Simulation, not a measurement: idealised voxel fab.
The document below concerns the process module designated voxel self aligned contacts.
FYI the section here is cut, 155 nm wide, cells are 5 nm squares.
Cross-sections here: square-cell grids, written as top-down lists of bands, a band being one or more rows of cells.
Each band's line starts with the height of the band's top and of its bottom, in nm. Then come its materials from left to right, each with its width in nm. One material with "full width" fills the band from edge to edge. "empty" is empty space.
All heights in this document are referenced to 0, defined as the level beneath which the wafer, as received, consists entirely of one material. The lowest band is not bounded below; it extends indefinitely downward and is written in the form "0 -> down".
A width given as "30->40" starts at the first number in the band's top row and ends at the second number in its bottom row, shifting by an equal amount at every step from row to row.
Take "same as before" at face value: in the step it is given for, the cross-section changed in none of its cells.
Look at "Enclosed void inventory" for the closed voids: empty spaces with no open path to the top, sized 8 cells or up. Each is width x height at distance, distance from the left edge, all nm.
after a step's settings: what the simulator itself notes on the step
"overlay nm" on a masked step: distance the mask lay right of its planned place, negative for left.

**Steps in the process plan**
1) RECEIVE,material Si
2) OXIDIZE,depth nm 5
3) DIRECTIONAL_DEP,material polySi,thk nm 20
4) DIRECTIONAL_DEP,material SiN,thk nm 25
5) MASKED_ETCH,tone cover,mask id GATE,width nm 35,pitch nm 75,etch materials SiN,depth nm 25,overlay nm 0
6) MASKED_ETCH,tone cover,mask id GATE,width nm 35,pitch nm 75,etch materials polySi,depth nm 20,overlay nm -5
7) CONFORMAL_DEP,material SiN,thk nm 10
8) DIRECTIONAL_ETCH,etch materials SiN,depth nm 10
9) FILL_DEP,material SiO2,thk nm 15
10) CMP,height nm 50
11) DIRECTIONAL_DEP,material aC,thk nm 10
12) PATTERN,tone open,mask id CONTACT,material resist,width nm 60,thk nm 25,overlay nm 0
13) DIRECTIONAL_ETCH,etch materials aC,depth nm 10
14) STRIP,etch materials resist
15) DIRECTIONAL_ETCH,etch materials SiO2,depth nm 55
16) STRIP,etch materials aC
17) CONFORMAL_DEP,material TiN,thk nm 5
18) FILL_DEP,material W,thk nm 5
19) CMP,height nm 50
20) CONFORMAL_DEP,material SiCN,thk nm 5
All wafers enter the flow in the same state. The overlay nm at step 6 differs from wafer to wafer, and the plan gives the value for the first wafer.

**After step 1, as received: first of several wafers, cross-section**
> 0 -> down  Si full width
> Enclosed void inventory: none

**Cross-section of the first of several wafers once the module has run through its last step, step 20**
> 55 -> 50  SiCN full width
> 50 -> 45  45 of SiO2, 25 of TiN, 10 of W, 25 of TiN, 50 of SiO2
> 45 -> 25  10 of SiO2, 55 of SiN, 5 of TiN, 10 of W, 5 of TiN, 55 of SiN, 15 of SiO2
> 25 -> 20  10 of SiO2, 55 of SiN, 5 of TiN, 5 of W, 10 of TiN, 55 of SiN, 15 of SiO2
> 20 -> 0  5 of SiO2, 10 of SiN, 40 of polySi, 10 of SiN, 5 of TiN, 5 of W, 5 of TiN, 10 of SiN, 40 of polySi, 10 of SiN, 15 of SiO2
> 0 -> -5  65 of SiO2, 15 of TiN, 75 of SiO2
> -5 -> down  Si full width
> Enclosed void inventory: none

**Cross-sectional depiction of the last of several wafers upon completion of the module**
> 55 -> 50  SiCN full width
> 50 -> 45  45 of SiO2, 25 of TiN, 10 of W, 25 of TiN, 50 of SiO2
> 45 -> 25  10 of SiO2, 55 of SiN, 5 of TiN, 10 of W, 5 of TiN, 55 of SiN, 15 of SiO2
> 25 -> 20  10 of SiO2, 55 of SiN, 20 of TiN, 55 of SiN, 15 of SiO2
> 20 -> 0  10 of SiO2, 10 of SiN, 45 of polySi, 10 of SiN, 10 of TiN, 10 of SiN, 45 of polySi, 10 of SiN, 5 of SiO2
> 0 -> -5  75 of SiO2, 10 of TiN, 70 of SiO2
> -5 -> down  Si full width
> Enclosed void inventory: none

**For your reference, the table is organized with a row per wafer; each row reflects the wafer at the end of the module, indicating for each material the cells gained (+) or lost (-) since receipt, and thereafter its closed voids**
overlay nm -5, -31 Si, +31 SiCN, +142 SiN, +88 SiO2, +32 TiN, +15 W, +64 polySi, Enclosed void inventory: none
overlay nm 0, -31 Si, +31 SiCN, +142 SiN, +91 SiO2, +32 TiN, +20 W, +56 polySi, Enclosed void inventory: none
overlay nm 5, -31 Si, +31 SiCN, +142 SiN, +88 SiO2, +32 TiN, +15 W, +64 polySi, Enclosed void inventory: none
overlay nm 10, -31 Si, +31 SiCN, +142 SiN, +85 SiO2, +32 TiN, +10 W, +72 polySi, Enclosed void inventory: none
